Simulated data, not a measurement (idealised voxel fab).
Documented hereafter: the process module known as voxel capacitor over wiring.
Displayed cross-section: cut, width of 275 nm, square cells sized 5 nm.
In this document a cross-section is written as a grid of square cells. It is given as a series of bands, listed from the top down, and a band is one or more rows of cells. Each band's line starts with the height of the band's top and of its bottom, in nm. Then come its materials from left to right, each with its width in nm. One material with "throughout" fills the band from edge to edge. "empty" is empty space. We count height from 0. Below that, the starting wafer is all one material. The lowest band never ends at the bottom but goes on down; see "0 down" for how that is written. It should be noted that a width expressed as "30..40" varies in equal increments from row to row of cells within the band, taking the value of the first number at the top row and that of the second number at the bottom row. "remained unchanged" means the step left every cell of the cross-section as it was. If an empty space has no open way to the top and is at least 8 cells in size, "Enclosed void inventory" lists it, written width x height at distance, where distance is measured from the left edge and every value is in nm. What comes after the settings on a step's line is commentary from the simulator itself on that step. overlay nm: for a step with a mask, the amount by which the mask lay right of where it was planned; a negative amount means left of it.

**Steps in the process plan**
1. RECEIVE,material Si
2. CONFORMAL_DEP,material SiO2,thk nm 15
3. DIRECTIONAL_DEP,material TiN,thk nm 5
4. DIRECTIONAL_DEP,material Ru,thk nm 25
5. PATTERN,tone cover,mask id METAL_1,material resist,width nm 30,pitch nm 100,thk nm 20,overlay nm 0
6. DIRECTIONAL_ETCH,etch materials Ru,depth nm 25
7. DIRECTIONAL_ETCH,etch materials TiN,depth nm 5
8. STRIP,etch materials resist
9. FILL_DEP,material lowk,thk nm 10
10. CMP,height nm 45
11. CONFORMAL_DEP,material SiCN,thk nm 5
12. DIRECTIONAL_DEP,material SiO2,thk nm 20
13. MASKED_ETCH,tone open,mask id PLUG_1,width nm 15,etch materials SiO2,depth nm 20,overlay nm 0
14. MASKED_ETCH,tone open,mask id PLUG_1,width nm 15,etch materials SiCN,depth nm 5,overlay nm 0
15. CONFORMAL_DEP,material TiN,thk nm 5
16. FILL_DEP,material W,thk nm 10
17. CMP,height nm 70
18. DIRECTIONAL_DEP,material TiN,thk nm 5
19. DIRECTIONAL_DEP,material SiN,thk nm 5
20. DIRECTIONAL_DEP,material TiN,thk nm 5
21. PATTERN,tone cover,mask id UPPER_PLATE,material resist,width nm 75,thk nm 15,overlay nm 0
22. DIRECTIONAL_ETCH,etch materials TiN,depth nm 5
23. DIRECTIONAL_ETCH,etch materials SiN,depth nm 5
24. STRIP,etch materials resist
25. MASKED_ETCH,tone cover,mask id LOWER_PLATE,width nm 85,etch materials TiN,depth nm 5,overlay nm 0
26. FILL_DEP,material SiO2,thk nm 20
27. CMP,height nm 100
28. DIRECTIONAL_DEP,material aC,thk nm 15
29. PATTERN,tone open,mask id PLUG_2,material resist,width nm 15,thk nm 35,overlay nm 0
30. DIRECTIONAL_ETCH,etch materials aC,depth nm 15
31. STRIP,etch materials resist
32. DIRECTIONAL_ETCH,etch materials SiO2,depth nm 15
33. STRIP,etch materials aC
34. CONFORMAL_DEP,material TiN,thk nm 5
35. FILL_DEP,material W,thk nm 10
36. CMP,height nm 100
37. CONFORMAL_DEP,material SiN,thk nm 5

**Incoming wafer, cross-sectional view, post step 1**
> 0 down | Si throughout
> Enclosed void inventory: none

**End-of-module cross-section of the first of two wafers, processed as planned**
> 105 to 100 | SiN throughout
> 100 to 90 | SiO2: 95 / TiN: 5 / W: 5 / TiN: 5 / SiO2: 165
> 90 to 80 | SiO2: 95..85 / TiN: 15..75 / SiO2: 165..115
> 80 to 75 | SiO2: 85 / SiN: 75 / SiO2: 115
> 75 to 70 | SiO2: 80 / TiN: 85 / SiO2: 110
> 70 to 50 | SiO2: 85 / TiN: 5 / W: 5 / TiN: 5 / SiO2: 175
> 50 to 45 | SiCN: 85 / TiN: 15 / SiCN: 175
> 45 to 20 | lowk: 70 / Ru: 30 / lowk: 70 / Ru: 30 / lowk: 75
> 20 to 15 | lowk: 70 / TiN: 30 / lowk: 70 / TiN: 30 / lowk: 75
> 15 to 0 | SiO2 throughout
> 0 down | Si throughout
> Enclosed void inventory: none

**Wafer two, end of module, cross-section. Same start, same plan as wafer one. One mistake in the run**
> 105 to 100 | SiN throughout
> 100 to 90 | SiO2: 95 / TiN: 5 / W: 5 / TiN: 5 / SiO2: 165
> 90 to 80 | SiO2: 95..85 / TiN: 15..75 / SiO2: 165..115
> 80 to 75 | SiO2: 85 / SiN: 75 / SiO2: 115
> 75 to 70 | SiO2: 80 / TiN: 85 / SiO2: 110
> 70 to 50 | SiO2: 85 / TiN: 5 / W: 5 / TiN: 5 / SiO2: 175
> 50 to 45 | SiCN: 85 / TiN: 15 / SiCN: 175
> 45 to 35 | lowk throughout
> 35 to 20 | lowk: 70 / Ru: 30 / lowk: 70 / Ru: 30 / lowk: 75
> 20 to 15 | lowk: 70 / TiN: 30 / lowk: 70 / TiN: 30 / lowk: 75
> 15 to 0 | SiO2 throughout
> 0 down | Si throughout
> Enclosed void inventory: none
Finding, execution versus plan: step 4 changed vs plan, executed as DIRECTIONAL_DEP,material Ru,thk nm 15
Once processing is complete, comparing cell counts shows that the second wafer has more or fewer of certain materials than the first: Ru: 24 fewer | lowk: 24 more
